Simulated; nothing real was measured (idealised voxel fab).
Proc. module: voxel self aligned contacts
The cross-section shown here is cut; it is 295 nm wide and divided into square cells measuring 5 nm on a side.
Throughout this document, each cross-section is represented as a grid of square cells and is presented as a sequence of bands enumerated from the top downward, where a band comprises one or more rows of cells.
Heights first: top, then bottom, in nm. Then materials, left to right, each with a width in nm. "everywhere" on a single material: fills the band edge to edge. "empty": empty space.
Where do heights start? At 0: under that level the wafer as delivered is made of one material only. And the lowest band has no floor; it just carries on downward, as in "0 nm and below".
Top row gets the first number, bottom row gets the second, and each row in between changes by the same step: that is how a band width like "30 to 40" works.
Reading "everything unchanged" for a step: not a cell of the cross-section changed in it.
Under "Sealed void inventory" you'll find the enclosed gaps, the ones with no way out to the top, that are 8 cells or bigger; each reads width x height at distance, with distance counted from the left edge, everything in nm.
Where a step's line continues beyond its settings, the continuation is a remark by the simulator itself on that step.
Regarding "overlay nm": on a step with a mask, it is the distance the mask lay to the right of its planned place; a negative value places it to the left.

Set out below are the planned steps of the process
1 op RECEIVE | material Si
2 op CONFORMAL_DEP | material SiO2 | thk nm 5
3 op DIRECTIONAL_DEP | material polySi | thk nm 30
4 op DIRECTIONAL_DEP | material SiN | thk nm 25
5 op MASKED_ETCH | tone cover | mask id GATE | width nm 30 | pitch nm 75 | etch materials SiN | depth nm 25 | overlay nm 0
6 op MASKED_ETCH | tone cover | mask id GATE | width nm 30 | pitch nm 75 | etch materials polySi | depth nm 30 | overlay nm 0
7 op CONFORMAL_DEP | material SiN | thk nm 10
8 op DIRECTIONAL_ETCH | etch materials SiN | depth nm 10
9 op FILL_DEP | material SiO2 | thk nm 15
10 op CMP | height nm 65
11 op PATTERN | tone open | mask id CONTACT | material resist | width nm 55 | pitch nm 75 | thk nm 15 | overlay nm 0
12 op DIRECTIONAL_ETCH | etch materials SiO2 | depth nm 65
13 op STRIP | etch materials resist
14 op CONFORMAL_DEP | material TiN | thk nm 5
15 op FILL_DEP | material W | thk nm 10
16 op CMP | height nm 65
17 op CONFORMAL_DEP | material SiCN | thk nm 5

The first of the two wafers, which ran as planned

Cross-section: wafer on arrival = after step 1
    0 nm and below = Si everywhere
    Sealed void inventory: none

After step 2, in cross-section
    5 nm to 0 nm = SiO2 everywhere
    Heights below 0 show no change.

After step 3, in cross-section
    35 nm to 5 nm = polySi everywhere
    Heights below 5 show no change.

After step 4, in cross-section
    60 nm to 35 nm = SiN everywhere
    Heights below 35 show no change.

After step 5, in cross-section
    60 nm to 35 nm = empty: 55, SiN: 30, empty: 45, SiN: 30, empty: 45, SiN: 30, empty: 60
    Heights below 35 show no change.

After step 6, in cross-section
    60 nm to 35 nm = empty: 55, SiN: 30, empty: 45, SiN: 30, empty: 45, SiN: 30, empty: 60
    35 nm to 5 nm = empty: 55, polySi: 30, empty: 45, polySi: 30, empty: 45, polySi: 30, empty: 60
    Heights below 5 show no change.

After step 7, in cross-section
    70 nm to 35 nm = empty: 45, SiN: 50, empty: 25, SiN: 50, empty: 25, SiN: 50, empty: 50
    35 nm to 15 nm = empty: 45, SiN: 10, polySi: 30, SiN: 10, empty: 25, SiN: 10, polySi: 30, SiN: 10, empty: 25, SiN: 10, polySi: 30, SiN: 10, empty: 50
    15 nm to 5 nm = SiN: 55, polySi: 30, SiN: 45, polySi: 30, SiN: 45, polySi: 30, SiN: 60
    Heights below 5 show no change.

After step 8, in cross-section
    60 nm to 35 nm = empty: 45, SiN: 50, empty: 25, SiN: 50, empty: 25, SiN: 50, empty: 50
    35 nm to 5 nm = empty: 45, SiN: 10, polySi: 30, SiN: 10, empty: 25, SiN: 10, polySi: 30, SiN: 10, empty: 25, SiN: 10, polySi: 30, SiN: 10, empty: 50
    Heights below 5 show no change.

After step 9, in cross-section
    75 nm to 60 nm = SiO2 everywhere
    60 nm to 35 nm = SiO2: 45, SiN: 50, SiO2: 25, SiN: 50, SiO2: 25, SiN: 50, SiO2: 50
    35 nm to 5 nm = SiO2: 45, SiN: 10, polySi: 30, SiN: 10, SiO2: 25, SiN: 10, polySi: 30, SiN: 10, SiO2: 25, SiN: 10, polySi: 30, SiN: 10, SiO2: 50
    Heights below 5 show no change.

After step 10, in cross-section
    65 nm to 60 nm = SiO2 everywhere
    Heights below 60 show no change.

After step 11, in cross-section
    80 nm to 65 nm = resist: 80, empty: 55, resist: 20, empty: 55, resist: 85
    Heights below 65 show no change.

After step 12, in cross-section
    80 nm to 65 nm = resist: 80, empty: 55, resist: 20, empty: 55, resist: 85
    65 nm to 60 nm = SiO2: 80, empty: 55, SiO2: 20, empty: 55, SiO2: 85
    60 nm to 35 nm = SiO2: 45, SiN: 50, empty: 25, SiN: 50, empty: 25, SiN: 50, SiO2: 50
    35 nm to 5 nm = SiO2: 45, SiN: 10, polySi: 30, SiN: 10, empty: 25, SiN: 10, polySi: 30, SiN: 10, empty: 25, SiN: 10, polySi: 30, SiN: 10, SiO2: 50
    5 nm to 0 nm = SiO2: 95, empty: 25, SiO2: 50, empty: 25, SiO2: 100
    Heights below 0 show no change.

After step 13, in cross-section
    65 nm to 60 nm = SiO2: 80, empty: 55, SiO2: 20, empty: 55, SiO2: 85
    Heights below 60 show no change.

After step 14, in cross-section
    70 nm to 65 nm = TiN: 85, empty: 45, TiN: 30, empty: 45, TiN: 90
    65 nm to 60 nm = SiO2: 80, TiN: 20, empty: 15, TiN: 20, SiO2: 20, TiN: 20, empty: 15, TiN: 20, SiO2: 85
    60 nm to 35 nm = SiO2: 45, SiN: 50, TiN: 5, empty: 15, TiN: 5, SiN: 50, TiN: 5, empty: 15, TiN: 5, SiN: 50, SiO2: 50
    35 nm to 5 nm = SiO2: 45, SiN: 10, polySi: 30, SiN: 10, TiN: 5, empty: 15, TiN: 5, SiN: 10, polySi: 30, SiN: 10, TiN: 5, empty: 15, TiN: 5, SiN: 10, polySi: 30, SiN: 10, SiO2: 50
    5 nm to 0 nm = SiO2: 95, TiN: 25, SiO2: 50, TiN: 25, SiO2: 100
    Heights below 0 show no change.

After step 15, in cross-section
    80 nm to 70 nm = W everywhere
    70 nm to 65 nm = TiN: 85, W: 45, TiN: 30, W: 45, TiN: 90
    65 nm to 60 nm = SiO2: 80, TiN: 20, W: 15, TiN: 20, SiO2: 20, TiN: 20, W: 15, TiN: 20, SiO2: 85
    60 nm to 35 nm = SiO2: 45, SiN: 50, TiN: 5, W: 15, TiN: 5, SiN: 50, TiN: 5, W: 15, TiN: 5, SiN: 50, SiO2: 50
    35 nm to 5 nm = SiO2: 45, SiN: 10, polySi: 30, SiN: 10, TiN: 5, W: 15, TiN: 5, SiN: 10, polySi: 30, SiN: 10, TiN: 5, W: 15, TiN: 5, SiN: 10, polySi: 30, SiN: 10, SiO2: 50
    Heights below 5 show no change.

After step 16, in cross-section
    65 nm to 60 nm = SiO2: 80, TiN: 20, W: 15, TiN: 20, SiO2: 20, TiN: 20, W: 15, TiN: 20, SiO2: 85
    Heights below 60 show no change.

After step 17, in cross-section
    70 nm to 65 nm = SiCN everywhere
    Heights below 65 show no change.

Regarding the second of the two wafers: it shared the first wafer's starting condition and process plan, yet one error occurred during its execution. Its history coincides with that of the first wafer up to and including step 10

Second wafer profile in section, at the moment step 11 of the plan was meant to be complete
    80 nm to 65 nm = empty: 80, resist: 55, empty: 20, resist: 55, empty: 85
    Heights below 65 show no change.

Second wafer profile in section, at the moment step 12 of the plan was meant to be complete
    80 nm to 65 nm = empty: 80, resist: 55, empty: 20, resist: 55, empty: 85
    65 nm to 60 nm = empty: 80, SiO2: 55, empty: 20, SiO2: 55, empty: 85
    60 nm to 35 nm = empty: 45, SiN: 50, SiO2: 25, SiN: 50, SiO2: 25, SiN: 50, empty: 50
    35 nm to 5 nm = empty: 45, SiN: 10, polySi: 30, SiN: 10, SiO2: 25, SiN: 10, polySi: 30, SiN: 10, SiO2: 25, SiN: 10, polySi: 30, SiN: 10, empty: 50
    5 nm to 0 nm = empty: 45, SiO2: 200, empty: 50
    Heights below 0 show no change.

Second wafer profile in section, at the moment step 13 of the plan was meant to be complete
    65 nm to 60 nm = empty: 80, SiO2: 55, empty: 20, SiO2: 55, empty: 85
    Heights below 60 show no change.

Second wafer profile in section, at the moment step 14 of the plan was meant to be complete
    70 nm to 65 nm = empty: 75, TiN: 65, empty: 10, TiN: 65, empty: 80
    65 nm to 60 nm = empty: 40, TiN: 40, SiO2: 55, TiN: 20, SiO2: 55, TiN: 40, empty: 45
    60 nm to 35 nm = empty: 40, TiN: 5, SiN: 50, SiO2: 25, SiN: 50, SiO2: 25, SiN: 50, TiN: 5, empty: 45
    35 nm to 5 nm = empty: 40, TiN: 5, SiN: 10, polySi: 30, SiN: 10, SiO2: 25, SiN: 10, polySi: 30, SiN: 10, SiO2: 25, SiN: 10, polySi: 30, SiN: 10, TiN: 5, empty: 45
    5 nm to 0 nm = TiN: 45, SiO2: 200, TiN: 50
    Heights below 0 show no change.

Second wafer profile in section, at the moment step 15 of the plan was meant to be complete
    80 nm to 70 nm = W everywhere
    70 nm to 65 nm = W: 75, TiN: 65, W: 10, TiN: 65, W: 80
    65 nm to 60 nm = W: 40, TiN: 40, SiO2: 55, TiN: 20, SiO2: 55, TiN: 40, W: 45
    60 nm to 35 nm = W: 40, TiN: 5, SiN: 50, SiO2: 25, SiN: 50, SiO2: 25, SiN: 50, TiN: 5, W: 45
    35 nm to 5 nm = W: 40, TiN: 5, SiN: 10, polySi: 30, SiN: 10, SiO2: 25, SiN: 10, polySi: 30, SiN: 10, SiO2: 25, SiN: 10, polySi: 30, SiN: 10, TiN: 5, W: 45
    Heights below 5 show no change.

Second wafer profile in section, at the moment step 16 of the plan was meant to be complete
    65 nm to 60 nm = W: 40, TiN: 40, SiO2: 55, TiN: 20, SiO2: 55, TiN: 40, W: 45
    Heights below 60 show no change.

Second wafer profile in section, at the moment step 17 of the plan was meant to be complete
    70 nm to 65 nm = SiCN everywhere
    Heights below 65 show no change.
The plan and the run diverged here: step 11 was processed under conditions differing from the plan, specifically as op PATTERN | tone cover | mask id CONTACT | material resist | width nm 55 | pitch nm 75 | thk nm 15 | overlay nm 0
Wafer comparison, final, in cells, second relative to first, materials more or fewer: SiO2: 123 fewer, TiN: 9 fewer, W: 132 more
